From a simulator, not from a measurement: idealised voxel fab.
process module | voxel self aligned vias
cross-section cut | 190 nm wide | cells 5 nm
A cross-section is a grid of square cells, given in bands from the top down. A band is one or more rows of cells.
Each band's line starts with the height of the band's top and of its bottom, in nm. Then come its materials from left to right, each with its width in nm. One material with "throughout" fills the band from edge to edge. "air" is empty space.
Height 0 is the level under which the wafer as received is all one material. The lowest band goes on downwards, as in "0 down".
A width such as "30 to 40" changes by the same amount from each row of cells to the next, from the band's top row to its bottom row.
"no change" after a step means that no cell of the cross-section changed.
closed voids: empty space of 8 cells or more with no open way to the top, each as width x height at its distance from the left edge, in nm
after a step's settings: what the simulator itself notes on the step
overlay nm, on a step with a mask: how far to the right of its planned place the mask lay; to the left if negative
plan
1 op RECEIVE | material Si
2 op CONFORMAL_DEP | material SiO2 | thk nm 15
3 op CONFORMAL_DEP | material SiCN | thk nm 5
4 op DIRECTIONAL_DEP | material lowk | thk nm 25
5 op PATTERN | tone open | mask id LINES | material resist | width nm 30 | pitch nm 55 | thk nm 15 | overlay nm 0
6 op DIRECTIONAL_ETCH | etch materials lowk | depth nm 25
7 op STRIP | etch materials resist
8 op CONFORMAL_DEP | material TiN | thk nm 5
9 op FILL_DEP | material W | thk nm 10
10 op CMP | height nm 45
11 op SELECTIVE_ETCH | etch materials W Ru TiN | depth nm 5
12 op FILL_DEP | material SiN | thk nm 10
13 op CMP | height nm 45
14 op DIRECTIONAL_DEP | material lowk | thk nm 15
15 op MASKED_ETCH | tone open | mask id VIAS | width nm 40 | pitch nm 55 | etch materials lowk | depth nm 15 | overlay nm 0
16 op MASKED_ETCH | tone open | mask id VIAS | width nm 40 | pitch nm 55 | etch materials SiN | depth nm 5 | overlay nm 0
17 op CONFORMAL_DEP | material TiN | thk nm 5
18 op FILL_DEP | material Ru | thk nm 5
19 op CMP | height nm 60
20 op CONFORMAL_DEP | material SiCN | thk nm 5
as received, after step 1
  0 down: Si throughout
  closed voids: none
first wafer at the end, as planned
  65 to 60: SiCN throughout
  60 to 50: lowk 45 | TiN 5 | Ru 30 | TiN 5 | lowk 15 | TiN 5 | Ru 30 | TiN 5 | lowk 50
  50 to 45: lowk 45 | TiN 10 | Ru 20 | TiN 10 | lowk 15 | TiN 10 | Ru 20 | TiN 10 | lowk 50
  45 to 40: lowk 50 | TiN 30 | lowk 25 | TiN 30 | lowk 55
  40 to 25: lowk 50 | TiN 5 | W 20 | TiN 5 | lowk 25 | TiN 5 | W 20 | TiN 5 | lowk 55
  25 to 20: lowk 50 | TiN 30 | lowk 25 | TiN 30 | lowk 55
  20 to 15: SiCN throughout
  15 to 0: SiO2 throughout
  0 down: Si throughout
  closed voids: none
second wafer at the end: like start, like plan, one mistake
  65 to 45: SiCN throughout
  45 to 40: lowk 50 | SiN 30 | lowk 25 | SiN 30 | lowk 55
  40 to 25: lowk 50 | TiN 5 | W 20 | TiN 5 | lowk 25 | TiN 5 | W 20 | TiN 5 | lowk 55
  25 to 20: lowk 50 | TiN 30 | lowk 25 | TiN 30 | lowk 55
  20 to 15: SiCN throughout
  15 to 0: SiO2 throughout
  0 down: Si throughout
  closed voids: none
what went wrong: step 14 ran as: op DIRECTIONAL_DEP | material SiCN | thk nm 15
at the end the second wafer has, in cells: 32 fewer of Ru | 114 more of SiCN | 12 more of SiN | 28 fewer of TiN | 66 fewer of lowk
